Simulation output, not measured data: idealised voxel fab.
Process module in this document: voxel wiring stack
cross-section cut | 280 nm wide | cells 5 nm
A cross-section in this document is a grid of square cells, and it is written down as bands, the top band listed before the ones below it; a band is made up of one or more rows of cells. Read a band's entry like this: the first values are the height of its top and the height of its bottom in nm, and what follows is the sequence of materials from left to right, each with its width in nm. Note that "empty" is empty space, and that a single material marked "all across" reaches across the band from edge to edge. Heights are reckoned from 0. Under this level, the received wafer is all of one material. The bottommost band is open-ended downward, for example "z 0 and below". Top row gets the first number, bottom row gets the second, and each row in between changes by the same step: that is how a band width like "30..40" works. Key: "everything unchanged" - step with no changed cell in the cross-section. The entry "Closed void listing" lists the empty spaces that cover at least 8 cells and have no open path to the top. Each is written as width x height at distance, where the distance is measured from the left edge and all three values are in nm. Where a step's line continues beyond its settings, the continuation is a remark by the simulator itself on that step. Regarding "overlay nm": on a step with a mask, it is the distance the mask lay to the right of its planned place; a negative value places it to the left.

This section lists the process steps that were planned
1: RECEIVE, material Si
2: CONFORMAL_DEP, material SiO2, thk nm 10
3: CONFORMAL_DEP, material SiN, thk nm 5
4: DIRECTIONAL_DEP, material SiO2, thk nm 20
5: MASKED_ETCH, tone open, mask id METAL_1, width nm 20, pitch nm 40, etch materials SiO2, depth nm 20, overlay nm 0
6: MASKED_ETCH, tone open, mask id METAL_1, width nm 20, pitch nm 40, etch materials SiN, depth nm 5, overlay nm 0
7: CONFORMAL_DEP, material TiN, thk nm 5
8: FILL_DEP, material Ru, thk nm 10
9: CMP, height nm 35
10: CONFORMAL_DEP, material SiCN, thk nm 5
11: DIRECTIONAL_DEP, material SiO2, thk nm 15
12: MASKED_ETCH, tone open, mask id PLUG_1, width nm 15, pitch nm 80, etch materials SiO2, depth nm 15, overlay nm 0
13: MASKED_ETCH, tone open, mask id PLUG_1, width nm 15, pitch nm 80, etch materials SiCN, depth nm 5, overlay nm 0
14: CONFORMAL_DEP, material TiN, thk nm 5
15: FILL_DEP, material W, thk nm 5
16: CMP, height nm 55
17: CONFORMAL_DEP, material SiN, thk nm 5
18: DIRECTIONAL_DEP, material lowk, thk nm 20
19: MASKED_ETCH, tone open, mask id METAL_2, width nm 20, pitch nm 40, etch materials lowk, depth nm 20, overlay nm 0
20: MASKED_ETCH, tone open, mask id METAL_2, width nm 20, pitch nm 40, etch materials SiN, depth nm 5, overlay nm 0
21: CONFORMAL_DEP, material TiN, thk nm 5
22: FILL_DEP, material Cu, thk nm 5
23: CMP, height nm 80
24: CONFORMAL_DEP, material SiCN, thk nm 5
25: DIRECTIONAL_DEP, material lowk, thk nm 35
26: MASKED_ETCH, tone open, mask id METAL_3, width nm 20, pitch nm 40, etch materials lowk, depth nm 20, overlay nm 0
27: DIRECTIONAL_DEP, material aC, thk nm 10
28: PATTERN, tone open, mask id METAL_3_HOLES, material resist, width nm 15, pitch nm 80, thk nm 25, overlay nm 0
29: DIRECTIONAL_ETCH, etch materials aC, depth nm 10
30: STRIP, etch materials resist
31: DIRECTIONAL_ETCH, etch materials lowk, depth nm 15
32: DIRECTIONAL_ETCH, etch materials SiCN, depth nm 5
33: STRIP, etch materials aC
34: CONFORMAL_DEP, material TiN, thk nm 5
35: FILL_DEP, material Cu, thk nm 10
36: CMP, height nm 120
37: CONFORMAL_DEP, material SiN, thk nm 5

Step 1 complete: cross-section of the wafer as received
> z 0 and below | Si all across
> Closed void listing: none

a wafer at the end: this start, this plan, one mistake
> z 125 to 120 | SiN all across
> z 120 to 85 | lowk all across
> z 85 to 80 | SiCN all across
> z 80 to 60 | lowk: 90 / TiN: 5 / Cu: 10 / TiN: 5 / lowk: 20 / TiN: 5 / Cu: 10 / TiN: 5 / lowk: 20 / TiN: 5 / Cu: 10 / TiN: 5 / lowk: 90
> z 60 to 55 | SiN: 90 / TiN: 20 / SiN: 20 / TiN: 20 / SiN: 20 / TiN: 20 / SiN: 90
> z 55 to 40 | SiO2: 90 / TiN: 5 / W: 5 / TiN: 5 / SiO2: 65 / TiN: 5 / W: 5 / TiN: 5 / SiO2: 95
> z 40 to 35 | SiCN: 90 / TiN: 15 / SiCN: 65 / TiN: 15 / SiCN: 95
> z 35 to 15 | SiO2: 90 / TiN: 5 / Ru: 10 / TiN: 5 / SiO2: 20 / TiN: 5 / Ru: 10 / TiN: 5 / SiO2: 20 / TiN: 5 / Ru: 10 / TiN: 5 / SiO2: 90
> z 15 to 10 | SiN: 90 / TiN: 20 / SiN: 20 / TiN: 20 / SiN: 20 / TiN: 20 / SiN: 90
> z 10 to 0 | SiO2 all across
> z 0 and below | Si all across
> Closed void listing: none
It is concluded that the wafer was processed incorrectly with respect to the plan, in that step 25, plan: ran twice
